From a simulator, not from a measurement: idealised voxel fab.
Process module heading - voxel released beams
cross-section cut | 255 nm wide | cells 5 nm
Cross-section format: a grid of square cells, given as bands from top to bottom; each band is one or more rows of cells. Within each band entry, the heights of the top and of the bottom of the band appear first, in that order and in nm; the materials of the band then follow from left to right, each with its corresponding width in nm. The designation "edge to edge" on a single material indicates that it fills the band from edge to edge; the designation "blank" indicates empty space. Height datum 0, below which the as-received substrate wafer is one material. Lowest band open at the bottom, running downward: "top 0, no bottom". When a width is written as two numbers, as in "30 to 40", the first number is the width in the top row of cells of the band and the second is the width in its bottom row, and the width changes by the same amount from each row to the next. "nothing changed", as given for a step, is the statement that not any cell of the cross-section underwent a change during that step. For the entry "Unvented cavities", the listed items are empty spaces with no open way to the top whose size is 8 cells or more; each item follows the pattern width x height at distance, where distance is from the left edge and all three are in nm. Read whatever lies past the settings on a step's line as the simulator's own remark about the step. The line of a step may include "overlay nm". On a step with a mask, this value is how far to the right of its planned place the mask lay. A negative value means the mask lay to the left.

[Planned process steps]
1 RECEIVE, material Si
2 CONFORMAL_DEP, material Al2O3, thk nm 10
3 DIRECTIONAL_DEP, material SiO2, thk nm 15
4 DIRECTIONAL_DEP, material aC, thk nm 15
5 PATTERN, tone open, mask id ANCHOR, material resist, width nm 45, thk nm 30, overlay nm 0
6 DIRECTIONAL_ETCH, etch materials aC, depth nm 15
7 STRIP, etch materials resist
8 DIRECTIONAL_ETCH, etch materials SiO2, depth nm 15
9 STRIP, etch materials aC
10 CONFORMAL_DEP, material polySi, thk nm 15
11 PATTERN, tone cover, mask id BEAM, material resist, width nm 110, thk nm 20, overlay nm 0
12 DIRECTIONAL_ETCH, etch materials polySi, depth nm 15
13 STRIP, etch materials resist
14 STRIP, etch materials SiO2

[Concerning the first of two wafers, which was run in accordance with the plan]

[Cross-section: wafer on arrival = after step 1]
- top 0, no bottom: Si edge to edge
- Unvented cavities: none

[After step 2: wafer cross-section]
- top 10, bottom 0: Al2O3 edge to edge
- For the remainder of the cross-section, below 0, there is no change.

[After step 3: wafer cross-section]
- top 25, bottom 10: SiO2 edge to edge
- For the remainder of the cross-section, below 10, there is no change.

[After step 4: wafer cross-section]
- top 40, bottom 25: aC edge to edge
- For the remainder of the cross-section, below 25, there is no change.

[After step 5: wafer cross-section]
- top 70, bottom 40: 75 nm resist, 45 nm blank, 135 nm resist
- For the remainder of the cross-section, below 40, there is no change.

[After step 6: wafer cross-section]
- top 55, bottom 40: 75 nm resist, 45 nm blank, 135 nm resist
- top 40, bottom 25: 75 nm aC, 45 nm blank, 135 nm aC
- For the remainder of the cross-section, below 25, there is no change.

[After step 7: wafer cross-section]
- top 40, bottom 25: 75 nm aC, 45 nm blank, 135 nm aC
- For the remainder of the cross-section, below 25, there is no change.

[After step 8: wafer cross-section]
- top 40, bottom 25: 75 nm aC, 45 nm blank, 135 nm aC
- top 25, bottom 10: 75 nm SiO2, 45 nm blank, 135 nm SiO2
- For the remainder of the cross-section, below 10, there is no change.

[After step 9: wafer cross-section]
- top 25, bottom 10: 75 nm SiO2, 45 nm blank, 135 nm SiO2
- For the remainder of the cross-section, below 10, there is no change.

[After step 10: wafer cross-section]
- top 40, bottom 25: 90 nm polySi, 15 nm blank, 150 nm polySi
- top 25, bottom 10: 75 nm SiO2, 45 nm polySi, 135 nm SiO2
- For the remainder of the cross-section, below 10, there is no change.

[After step 11: wafer cross-section]
- top 60, bottom 40: 70 nm blank, 110 nm resist, 75 nm blank
- top 40, bottom 25: 90 nm polySi, 15 nm resist, 150 nm polySi
- For the remainder of the cross-section, below 25, there is no change.

[After step 12: wafer cross-section]
- top 60, bottom 40: 70 nm blank, 110 nm resist, 75 nm blank
- top 40, bottom 25: 70 nm blank, 20 nm polySi, 15 nm resist, 75 nm polySi, 75 nm blank
- For the remainder of the cross-section, below 25, there is no change.

[After step 13: wafer cross-section]
- top 40, bottom 25: 70 nm blank, 20 nm polySi, 15 nm blank, 75 nm polySi, 75 nm blank
- For the remainder of the cross-section, below 25, there is no change.

[After step 14: wafer cross-section]
- top 40, bottom 25: 70 nm blank, 20 nm polySi, 15 nm blank, 75 nm polySi, 75 nm blank
- top 25, bottom 10: 75 nm blank, 45 nm polySi, 135 nm blank
- For the remainder of the cross-section, below 10, there is no change.

[Wafer two of the pair: same origin, same plan, one error during the run; identical to wafer one up to and including step 4]

[Planned end of step 5: second wafer, cross-section]
- top 70, bottom 40: 80 nm resist, 40 nm blank, 135 nm resist
- For the remainder of the cross-section, below 40, there is no change.

[Planned end of step 6: second wafer, cross-section]
- top 55, bottom 40: 80 nm resist, 40 nm blank, 135 nm resist
- top 40, bottom 25: 80 nm aC, 40 nm blank, 135 nm aC
- For the remainder of the cross-section, below 25, there is no change.

[Planned end of step 7: second wafer, cross-section]
- top 40, bottom 25: 80 nm aC, 40 nm blank, 135 nm aC
- For the remainder of the cross-section, below 25, there is no change.

[Planned end of step 8: second wafer, cross-section]
- top 40, bottom 25: 80 nm aC, 40 nm blank, 135 nm aC
- top 25, bottom 10: 80 nm SiO2, 40 nm blank, 135 nm SiO2
- For the remainder of the cross-section, below 10, there is no change.

[Planned end of step 9: second wafer, cross-section]
- top 25, bottom 10: 80 nm SiO2, 40 nm blank, 135 nm SiO2
- For the remainder of the cross-section, below 10, there is no change.

[Planned end of step 10: second wafer, cross-section]
- top 40, bottom 25: 95 nm polySi, 10 nm blank, 150 nm polySi
- top 25, bottom 10: 80 nm SiO2, 40 nm polySi, 135 nm SiO2
- For the remainder of the cross-section, below 10, there is no change.

[Planned end of step 11: second wafer, cross-section]
- top 60, bottom 40: 70 nm blank, 110 nm resist, 75 nm blank
- top 40, bottom 25: 95 nm polySi, 10 nm resist, 150 nm polySi
- For the remainder of the cross-section, below 25, there is no change.

[Planned end of step 12: second wafer, cross-section]
- top 60, bottom 40: 70 nm blank, 110 nm resist, 75 nm blank
- top 40, bottom 25: 70 nm blank, 25 nm polySi, 10 nm resist, 75 nm polySi, 75 nm blank
- For the remainder of the cross-section, below 25, there is no change.

[Planned end of step 13: second wafer, cross-section]
- top 40, bottom 25: 70 nm blank, 25 nm polySi, 10 nm blank, 75 nm polySi, 75 nm blank
- For the remainder of the cross-section, below 25, there is no change.

[Planned end of step 14: second wafer, cross-section]
- top 40, bottom 25: 70 nm blank, 25 nm polySi, 10 nm blank, 75 nm polySi, 75 nm blank
- top 25, bottom 10: 80 nm blank, 40 nm polySi, 135 nm blank
- For the remainder of the cross-section, below 10, there is no change.
Heads up, the wafer didn't run the way we planned it: step 5 ran differently from the plan; actual operation with settings: PATTERN, tone open, mask id ANCHOR, material resist, width nm 40, thk nm 30, overlay nm 0
Tallied in cells, the final second wafer holds each material in the same quantity as the first, although not at the same places.
